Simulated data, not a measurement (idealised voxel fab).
Process module heading - voxel air gaps
The cross-section on display is named cut; it measures 215 nm wide, and its cells are 5 nm squares.
Cross-sections here: square-cell grids, written as top-down lists of bands, a band being one or more rows of cells.
This entry defines a band. It first specifies the height of the band's top and the height of its bottom in nm, and then specifies the band's materials from left to right, stating each material with its width in nm. The word "full width" identifies a single material that fills the band from edge to edge, while the word "air" identifies empty space.
The level at which height equals 0 is the one under which the wafer, as it arrives, is entirely one material. No lower edge exists for the bottom band, which continues downward and is notated as in "0 down".
Note: "30..40" means the width goes from the first number (top row of the band) to the second number (bottom row) in equal steps per row of cells.
Step note "no change" = no cross-section cell changed.
Entry "Fully closed voids". Content: empty spaces with no open connection to the top, size 8 cells or greater. Each: width x height at distance. Distance: from left edge. Unit: nm.
Post-settings text on a step line: simulator's own remark regarding the step.
"overlay nm", when on a step's line for a step with a mask, measures how far to the right of its planned place the mask lay; a negative measure means to the left.

Process steps - plan
1: RECEIVE: material Si
2: CONFORMAL_DEP: material SiO2, thk nm 15
3: CONFORMAL_DEP: material SiN, thk nm 5
4: DIRECTIONAL_DEP: material SiO2, thk nm 40
5: MASKED_ETCH: tone open, mask id LINES, width nm 25, pitch nm 55, etch materials SiO2, depth nm 40, overlay nm 0
6: CONFORMAL_DEP: material TiN, thk nm 5
7: FILL_DEP: material Cu, thk nm 5
8: CMP: height nm 60
9: EPI: material Ru, thk nm 10
10: SELECTIVE_ETCH: etch materials SiO2, depth nm 50
11: CONFORMAL_DEP: material SiCN, thk nm 5

Cross-section, incoming material, after step 1
- 0 down = Si full width
- Fully closed voids: none

Wafer cross-section at module end: first of two, run to plan
- 75 to 70 = air (25); SiCN (165); air (25)
- 70 to 60 = air (25); SiCN (5); Ru (45); SiCN (10); Ru (45); SiCN (10); Ru (45); SiCN (5); air (25)
- 60 to 55 = air (25); SiCN (15); TiN (5); Cu (15); TiN (5); SiCN (30); TiN (5); Cu (15); TiN (5); SiCN (30); TiN (5); Cu (15); TiN (5); SiCN (15); air (25)
- 55 to 25 = air (35); SiCN (5); TiN (5); Cu (15); TiN (5); SiCN (5); air (20); SiCN (5); TiN (5); Cu (15); TiN (5); SiCN (5); air (20); SiCN (5); TiN (5); Cu (15); TiN (5); SiCN (5); air (35)
- 25 to 20 = SiCN (40); TiN (25); SiCN (30); TiN (25); SiCN (30); TiN (25); SiCN (40)
- 20 to 15 = SiN full width
- 15 to 0 = SiO2 full width
- 0 down = Si full width
- Fully closed voids: 20 x 30 at 70; 20 x 30 at 125

End-of-module cross-section of the second wafer: identical starting point and process plan to the first, with one processing mistake
- 75 to 70 = SiCN full width
- 70 to 60 = Ru full width
- 60 to 55 = Cu full width
- 55 to 50 = TiN (45); Cu (15); TiN (40); Cu (15); TiN (40); Cu (15); TiN (45)
- 50 to 15 = SiO2 (40); TiN (5); Cu (15); TiN (5); SiO2 (30); TiN (5); Cu (15); TiN (5); SiO2 (30); TiN (5); Cu (15); TiN (5); SiO2 (40)
- 15 to 10 = SiO2 (40); TiN (25); SiO2 (30); TiN (25); SiO2 (30); TiN (25); SiO2 (40)
- 10 to 5 = SiN full width
- 5 to 0 = SiO2 full width
- 0 down = Si full width
- Fully closed voids: none
So what did we get wrong on this run? planned and actual differ for step 2; actual: CONFORMAL_DEP: material SiO2, thk nm 5
The closing comparison, in cells, has the second wafer with more or fewer of some materials than the first: Cu +52 | Ru +32 | SiCN -84 | SiO2 +138 | TiN +34
closed voids at the end (first wafer, second wafer): 2, 0
